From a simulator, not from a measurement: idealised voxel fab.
Process module name: voxel ribs on slabs
Cross-section cut: width 295 nm, square cells of 5 nm.
Cross-sections here: square-cell grids, written as top-down lists of bands, a band being one or more rows of cells. What a band's entry tells you: where the top is and where the bottom is, as heights in nm, and after that what lies inside, material by material from left to right, each with its width in nm. Empty space is written as the word "blank", and a single material marked with the word "everywhere" occupies the band from edge to edge. Height reference: 0 = level under which incoming wafer is all one material. Lowest band: no bottom, runs on downward, e.g. "0 down". Think of "30..40" as a width that walks from the first number to the second as you go down the band, top row to bottom row, taking equal-sized steps from row to row. The cross-section has no changed cell in any step marked "nothing changed". "Cavities, closed" enumerates empty spaces isolated from the top, with no open way to it, that contain at least 8 cells, giving each as width x height at distance from the left edge, all three in nm. If you see something after the settings on a step's line, that's the simulator's own remark about that step. The setting "overlay nm" may be written on the line of a step. When the step uses a mask, the value reports how far to the right of the planned place the mask lay, and a negative value reports that it lay to the left.

# The following list gives the planned process steps
1 RECEIVE | material Si
2 DIRECTIONAL_DEP | material SiO2 | thk nm 25
3 DIRECTIONAL_DEP | material SiN | thk nm 25
4 PATTERN | tone cover | mask id RIB | material resist | width nm 15 | thk nm 15 | overlay nm 0
5 DIRECTIONAL_ETCH | etch materials SiN | depth nm 5
6 STRIP | etch materials resist
7 MASKED_ETCH | tone cover | mask id SLAB | width nm 55 | etch materials SiN | depth nm 20 | overlay nm 0
8 FILL_DEP | material SiO2 | thk nm 30
9 CMP | height nm 70
10 DIRECTIONAL_DEP | material TiN | thk nm 5
11 MASKED_ETCH | tone cover | mask id HEATER | width nm 25 | etch materials TiN | depth nm 10 | overlay nm 0
12 CONFORMAL_DEP | material SiO2 | thk nm 5
Be aware that, although all wafers share a common starting state, the thk nm at step 10 differs among them, and the plan displays the first wafer's value.

# Received wafers, first of several: cross-section after step 1
> 0 down = Si everywhere
> Cavities, closed: none

# Module finished, last step 12 done: cross-section of the first of several wafers
> 80 to 75 = blank 130, then SiO2 35, then blank 130
> 75 to 70 = SiO2 135, then TiN 25, then SiO2 135
> 70 to 50 = SiO2 everywhere
> 50 to 45 = SiO2 140, then SiN 15, then SiO2 140
> 45 to 25 = SiO2 120, then SiN 55, then SiO2 120
> 25 to 0 = SiO2 everywhere
> 0 down = Si everywhere
> Cavities, closed: none

# End of module: cross-section, last of several wafers
> 100 to 95 = blank 130, then SiO2 35, then blank 130
> 95 to 90 = blank 130, then SiO2 5, then TiN 25, then SiO2 5, then blank 130
> 90 to 85 = SiO2 135, then TiN 25, then SiO2 135
> 85 to 70 = TiN everywhere
> 70 to 50 = SiO2 everywhere
> 50 to 45 = SiO2 140, then SiN 15, then SiO2 140
> 45 to 25 = SiO2 120, then SiN 55, then SiO2 120
> 25 to 0 = SiO2 everywhere
> 0 down = Si everywhere
> Cavities, closed: none

# Table: wafers, a row each; end-of-module cell change per material since receipt, gain (+), loss (-); then closed voids
thk nm 5 | +47 SiN | +840 SiO2 | +5 TiN | Cavities, closed: none
thk nm 10 | +47 SiN | +842 SiO2 | +10 TiN | Cavities, closed: none
thk nm 15 | +47 SiN | +842 SiO2 | +69 TiN | Cavities, closed: none
thk nm 20 | +47 SiN | +842 SiO2 | +128 TiN | Cavities, closed: none
thk nm 25 | +47 SiN | +842 SiO2 | +187 TiN | Cavities, closed: none
